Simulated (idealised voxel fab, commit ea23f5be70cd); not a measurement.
process module | voxel ribs on slabs
cross-section cut | 185 nm wide | cells 5 nm
A cross-section is a grid of square cells, given in bands from the top down. A band is one or more rows of cells.
Each band's line starts with the height of the band's top and of its bottom, in nm. Then come its materials from left to right, each with its width in nm. One material with "throughout" fills the band from edge to edge. "air" is empty space.
Height 0 is the level under which the wafer as received is all one material. The lowest band goes on downwards, as in "0 down".
A width such as "30 to 40" changes by the same amount from each row of cells to the next, from the band's top row to its bottom row.
"no change" after a step means that no cell of the cross-section changed.
closed voids: empty space of 8 cells or more with no open way to the top, each as width x height at its distance from the left edge, in nm
after a step's settings: what the simulator itself notes on the step
overlay nm, on a step with a mask: how far to the right of its planned place the mask lay; to the left if negative
plan
1 op RECEIVE | material Si
2 op DIRECTIONAL_DEP | material SiO2 | thk nm 30
3 op DIRECTIONAL_DEP | material SiN | thk nm 20
4 op MASKED_ETCH | tone cover | mask id RIB | width nm 15 | etch materials SiN | depth nm 15 | overlay nm 0
5 op MASKED_ETCH | tone cover | mask id SLAB | width nm 65 | etch materials SiN | depth nm 5 | overlay nm 0
6 op FILL_DEP | material SiO2 | thk nm 20
7 op CMP | height nm 60
8 op DIRECTIONAL_DEP | material TiN | thk nm 10
9 op MASKED_ETCH | tone cover | mask id HEATER | width nm 25 | etch materials TiN | depth nm 10 | overlay nm 0
10 op CONFORMAL_DEP | material SiN | thk nm 5
first wafer, as planned
as received, after step 1
  0 down: Si throughout
  closed voids: none
after step 2
  30 to 0: SiO2 throughout
  below 0: unchanged
after step 3
  50 to 30: SiN throughout
  below 30: unchanged
after step 4
  50 to 35: air 85 | SiN 15 | air 85
  below 35: unchanged
after step 5
  50 to 35: air 85 | SiN 15 | air 85
  35 to 30: air 60 | SiN 65 | air 60
  below 30: unchanged
after step 6
  70 to 50: SiO2 throughout
  50 to 35: SiO2 85 | SiN 15 | SiO2 85
  35 to 30: SiO2 60 | SiN 65 | SiO2 60
  below 30: unchanged
after step 7
  60 to 50: SiO2 throughout
  below 50: unchanged
after step 8
  70 to 60: TiN throughout
  below 60: unchanged
after step 9
  70 to 60: air 80 | TiN 25 | air 80
  below 60: unchanged
after step 10
  75 to 70: air 75 | SiN 35 | air 75
  70 to 65: air 75 | SiN 5 | TiN 25 | SiN 5 | air 75
  65 to 60: SiN 80 | TiN 25 | SiN 80
  below 60: unchanged
second wafer: like start, like plan, one mistake. Through step 9 it matches the first wafer
when step 10 should have ended: no change
what went wrong: step 10 was left out
at the end the second wafer has, in cells: 41 fewer of SiN
